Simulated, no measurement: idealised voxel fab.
The process module that follows is named voxel ribs on slabs.
Cross-section cut spans 205 nm and uses square cells 5 nm in size.
Notation: cross-section as square-cell grid; stated in bands, top first, going down; one or more cell rows per band. What a band's entry tells you: where the top is and where the bottom is, as heights in nm, and after that what lies inside, material by material from left to right, each with its width in nm. Empty space is written as the word "empty", and a single material marked with the word "full width" occupies the band from edge to edge. Note: height 0 marks the level under which the wafer is uniformly one material as received. Lowest band unbounded below, written "0..down". Think of "30..40" as a width that walks from the first number to the second as you go down the band, top row to bottom row, taking equal-sized steps from row to row. "same as before" for a step: no cell of the cross-section changed in that step. If an empty space has no open way to the top and is at least 8 cells in size, "Listed closed voids" lists it, written width x height at distance, where distance is measured from the left edge and every value is in nm. On each step's line, the part that comes after the settings is the simulator's own comment on the step. If you see "overlay nm" on a step's line and that step has a mask, it's telling you how far right of where it was planned the mask ended up; a negative number means it went left instead.
LIST OF PLANNED PROCESS STEPS
1. op RECEIVE | material Si
2. op DIRECTIONAL_DEP | material SiO2 | thk nm 30
3. op DIRECTIONAL_DEP | material polySi | thk nm 25
4. op MASKED_ETCH | tone cover | mask id RIB | width nm 30 | etch materials polySi | depth nm 5 | overlay nm 0
5. op DIRECTIONAL_DEP | material aC | thk nm 15
6. op PATTERN | tone cover | mask id SLAB | material resist | width nm 70 | thk nm 35 | overlay nm 0
7. op DIRECTIONAL_ETCH | etch materials aC | depth nm 15
8. op STRIP | etch materials resist
9. op DIRECTIONAL_ETCH | etch materials polySi | depth nm 20
10. op STRIP | etch materials aC
11. op FILL_DEP | material SiO2 | thk nm 25
12. op CMP | height nm 70
13. op DIRECTIONAL_DEP | material W | thk nm 10
14. op MASKED_ETCH | tone cover | mask id HEATER | width nm 40 | etch materials W | depth nm 10 | overlay nm 0
15. op CONFORMAL_DEP | material SiN | thk nm 5
CROSS-SECTION OF THE INCOMING WAFER, STATE AFTER STEP 1
* 0..down | Si full width
* Listed closed voids: none
FIGURE: CROSS-SECTIONAL VIEW OF THE WAFER UPON COMPLETION OF THE MODULE, PROCESSED FROM THE INITIAL STATE AND ACCORDING TO THE PLAN DEPICTED ABOVE, WITH ONE ERROR INTRODUCED DURING EXECUTION
* 90..85 | empty 75, then SiN 50, then empty 80
* 85..80 | empty 75, then SiN 5, then W 40, then SiN 5, then empty 80
* 80..75 | SiN 80, then W 40, then SiN 85
* 75..70 | W full width
* 70..55 | SiO2 full width
* 55..50 | SiO2 85, then polySi 30, then SiO2 90
* 50..30 | SiO2 65, then polySi 70, then SiO2 70
* 30..0 | SiO2 full width
* 0..down | Si full width
* Listed closed voids: none
What broke from the plan during processing? the process deviated at step 13: the operation and settings actually run there were op DIRECTIONAL_DEP | material W | thk nm 15
